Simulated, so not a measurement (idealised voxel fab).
process module | voxel released beams
cross-section cut | 200 nm wide | cells 5 nm
A cross-section is a grid of square cells, given in bands from the top down. A band is one or more rows of cells.
Each band's line starts with the height of the band's top and of its bottom, in nm. Then come its materials from left to right, each with its width in nm. One material with "throughout" fills the band from edge to edge. "air" is empty space.
Height 0 is the level under which the wafer as received is all one material. The lowest band goes on downwards, as in "0 down".
A width such as "30 to 40" changes by the same amount from each row of cells to the next, from the band's top row to its bottom row.
"no change" after a step means that no cell of the cross-section changed.
closed voids: empty space of 8 cells or more with no open way to the top, each as width x height at its distance from the left edge, in nm
after a step's settings: what the simulator itself notes on the step
overlay nm, on a step with a mask: how far to the right of its planned place the mask lay; to the left if negative
plan
1 op RECEIVE | material Si
2 op CONFORMAL_DEP | material SiN | thk nm 10
3 op DIRECTIONAL_DEP | material SiO2 | thk nm 10
4 op MASKED_ETCH | tone open | mask id ANCHOR | width nm 30 | etch materials SiO2 | depth nm 10 | overlay nm 0
5 op CONFORMAL_DEP | material W | thk nm 10
6 op DIRECTIONAL_DEP | material aC | thk nm 15
7 op PATTERN | tone cover | mask id BEAM | material resist | width nm 90 | thk nm 35 | overlay nm 0
8 op DIRECTIONAL_ETCH | etch materials aC | depth nm 15
9 op STRIP | etch materials resist
10 op DIRECTIONAL_ETCH | etch materials W | depth nm 10
11 op STRIP | etch materials aC
12 op STRIP | etch materials SiO2
first wafer, as planned
as received, after step 1
  0 down: Si throughout
  closed voids: none
after step 2
  10 to 0: SiN throughout
  below 0: unchanged
after step 3
  20 to 10: SiO2 throughout
  below 10: unchanged
after step 4
  20 to 10: SiO2 55 | air 30 | SiO2 115
  below 10: unchanged
after step 5
  30 to 20: W 65 | air 10 | W 125
  20 to 10: SiO2 55 | W 30 | SiO2 115
  below 10: unchanged
after step 6
  45 to 35: aC 65 | air 10 | aC 125
  35 to 30: aC throughout
  30 to 20: W 65 | aC 10 | W 125
  below 20: unchanged
after step 7
  80 to 45: air 50 | resist 90 | air 60
  45 to 35: aC 65 | resist 10 | aC 125
  below 35: unchanged
after step 8
  65 to 45: air 50 | resist 90 | air 60
  45 to 35: air 50 | aC 15 | resist 10 | aC 65 | air 60
  35 to 30: air 50 | aC 90 | air 60
  below 30: unchanged
after step 9
  45 to 35: air 50 | aC 15 | air 10 | aC 65 | air 60
  below 35: unchanged
after step 10
  45 to 35: air 50 | aC 15 | air 10 | aC 65 | air 60
  35 to 30: air 50 | aC 90 | air 60
  30 to 20: air 50 | W 15 | aC 10 | W 65 | air 60
  below 20: unchanged
after step 11
  30 to 20: air 50 | W 15 | air 10 | W 65 | air 60
  below 20: unchanged
after step 12
  30 to 20: air 50 | W 15 | air 10 | W 65 | air 60
  20 to 10: air 55 | W 30 | air 115
  below 10: unchanged
second wafer: like start, like plan, one mistake. Through step 3 it matches the first wafer
when step 4 should have ended
  20 to 10: SiO2 55 | air 30 | SiO2 115
  below 10: unchanged
when step 5 should have ended
  30 to 20: W 65 | air 10 | W 125
  20 to 10: SiO2 55 | W 30 | SiO2 115
  below 10: unchanged
when step 6 should have ended
  45 to 35: aC 65 | air 10 | aC 125
  35 to 30: aC throughout
  30 to 20: W 65 | aC 10 | W 125
  below 20: unchanged
when step 7 should have ended
  80 to 45: air 50 | resist 90 | air 60
  45 to 35: aC 65 | resist 10 | aC 125
  below 35: unchanged
when step 8 should have ended
  65 to 45: air 50 | resist 90 | air 60
  45 to 35: air 50 | aC 15 | resist 10 | aC 65 | air 60
  35 to 30: air 50 | aC 90 | air 60
  below 30: unchanged
when step 9 should have ended
  45 to 35: air 50 | aC 15 | air 10 | aC 65 | air 60
  below 35: unchanged
when step 10 should have ended
  45 to 35: air 50 | aC 15 | air 10 | aC 65 | air 60
  35 to 30: air 50 | aC 90 | air 60
  30 to 20: air 50 | W 15 | aC 10 | W 65 | air 60
  below 20: unchanged
when step 11 should have ended
  30 to 20: air 50 | W 15 | air 10 | W 65 | air 60
  below 20: unchanged
when step 12 should have ended
  30 to 20: air 50 | W 15 | air 10 | W 65 | air 60
  20 to 10: air 55 | W 30 | air 115
  below 10: unchanged
what went wrong: step 4 was run twice
at the end the two cross-sections are the same: no effect in what this model computes
